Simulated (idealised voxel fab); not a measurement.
Process module in this document: voxel capacitor over wiring
Each square cell in cross-section cut measures 5 nm, and the section as a whole is 255 nm wide.
For the purposes of this document, a cross-section shall be understood as a grid of square cells, specified as bands listed in top-to-bottom order, each band consisting of one or more rows of cells. First you get the band's top height and its bottom height, in nm, and then the materials it's made of, left to right, with each width in nm. If you see a single material with "full width", that one covers the band edge to edge. "air" is empty space. Basically, 0 is our baseline, since under it the wafer straight out of the box is all one material. The bottom band has no lower end and keeps on going down, so it looks like "top 0, no bottom". A width given as "30..40" starts at the first number in the band's top row and ends at the second number in its bottom row, shifting by an equal amount at every step from row to row. Take "remained unchanged" at face value: in the step it is given for, the cross-section changed in none of its cells. Empty spaces counting at least 8 cells and having no open way to the top are listed in "Closed void register". The notation width x height at distance is used for each, the distance being from the left edge and all three values in nm. If you see something after the settings on a step's line, that's the simulator's own remark about that step. overlay nm, on a step with a mask: how far to the right of its planned place the mask lay; to the left if negative.

**The planned process steps are enumerated hereunder**
1,RECEIVE, material Si
2,CONFORMAL_DEP, material SiO2, thk nm 10
3,DIRECTIONAL_DEP, material TiN, thk nm 5
4,DIRECTIONAL_DEP, material W, thk nm 25
5,MASKED_ETCH, tone cover, mask id METAL_1, width nm 25, pitch nm 80, etch materials W, depth nm 25, overlay nm 0
6,MASKED_ETCH, tone cover, mask id METAL_1, width nm 25, pitch nm 80, etch materials TiN, depth nm 5, overlay nm 0
7,CONFORMAL_DEP, material SiCN, thk nm 5
8,FILL_DEP, material lowk, thk nm 10
9,CMP, height nm 40
10,CONFORMAL_DEP, material SiCN, thk nm 5
11,DIRECTIONAL_DEP, material lowk, thk nm 15
12,PATTERN, tone open, mask id PLUG_1, material resist, width nm 15, thk nm 20, overlay nm 0
13,DIRECTIONAL_ETCH, etch materials lowk, depth nm 15
14,DIRECTIONAL_ETCH, etch materials SiCN, depth nm 5
15,STRIP, etch materials resist
16,CONFORMAL_DEP, material TiN, thk nm 5
17,FILL_DEP, material Cu, thk nm 10
18,CMP, height nm 60
19,DIRECTIONAL_DEP, material TiN, thk nm 5
20,DIRECTIONAL_DEP, material HfO2, thk nm 5
21,DIRECTIONAL_DEP, material TiN, thk nm 5
22,MASKED_ETCH, tone cover, mask id UPPER_PLATE, width nm 60, etch materials TiN, depth nm 5, overlay nm 0
23,MASKED_ETCH, tone cover, mask id UPPER_PLATE, width nm 60, etch materials HfO2, depth nm 5, overlay nm 0
24,MASKED_ETCH, tone cover, mask id LOWER_PLATE, width nm 70, etch materials TiN, depth nm 5, overlay nm 0
25,FILL_DEP, material SiO2, thk nm 15
26,CMP, height nm 85
27,MASKED_ETCH, tone open, mask id PLUG_2, width nm 15, etch materials SiO2, depth nm 10, overlay nm 0
28,CONFORMAL_DEP, material TiN, thk nm 5
29,FILL_DEP, material W, thk nm 10
30,CMP, height nm 85
31,CONFORMAL_DEP, material SiCN, thk nm 5

**Cross-section, incoming material, after step 1**
* top 0, no bottom = Si full width
* Closed void register: none

**First of two wafers, end-of-module section, run followed plan**
* top 90, bottom 85 = SiCN full width
* top 85, bottom 80 = SiO2: 95, TiN: 5, W: 5, TiN: 5, SiO2: 145
* top 80, bottom 70 = SiO2: 95..85, TiN: 15..60, SiO2: 145..110
* top 70, bottom 65 = SiO2: 85, HfO2: 60, SiO2: 110
* top 65, bottom 60 = SiO2: 80, TiN: 70, SiO2: 105
* top 60, bottom 45 = lowk: 85, TiN: 5, Cu: 5, TiN: 5, lowk: 155
* top 45, bottom 40 = SiCN: 85, TiN: 15, SiCN: 155
* top 40, bottom 15 = lowk: 70, SiCN: 5, W: 25, SiCN: 5, lowk: 45, SiCN: 5, W: 25, SiCN: 5, lowk: 70
* top 15, bottom 10 = SiCN: 75, TiN: 25, SiCN: 55, TiN: 25, SiCN: 75
* top 10, bottom 0 = SiO2 full width
* top 0, no bottom = Si full width
* Closed void register: none

**Cross-section at end of module for the second wafer of two, which matched the first in starting point and plan and differed by one mistake in its processing**
* top 90, bottom 85 = SiCN full width
* top 85, bottom 80 = SiO2: 95, TiN: 5, W: 5, TiN: 5, SiO2: 145
* top 80, bottom 70 = SiO2: 95..85, TiN: 15..60, SiO2: 145..110
* top 70, bottom 65 = SiO2: 85, HfO2: 60, SiO2: 110
* top 65, bottom 60 = HfO2 full width
* top 60, bottom 45 = lowk: 85, TiN: 5, Cu: 5, TiN: 5, lowk: 155
* top 45, bottom 40 = SiCN: 85, TiN: 15, SiCN: 155
* top 40, bottom 15 = lowk: 70, SiCN: 5, W: 25, SiCN: 5, lowk: 45, SiCN: 5, W: 25, SiCN: 5, lowk: 70
* top 15, bottom 10 = SiCN: 75, TiN: 25, SiCN: 55, TiN: 25, SiCN: 75
* top 10, bottom 0 = SiO2 full width
* top 0, no bottom = Si full width
* Closed void register: none
Heads up, the wafer didn't run the way we planned it: step 19 ran with different settings than intended, the actual operation and settings being DIRECTIONAL_DEP, material HfO2, thk nm 5
Heads up, by the end the second wafer has more or fewer cells of some materials compared to the first: HfO2 +51; SiO2 -37; TiN -14
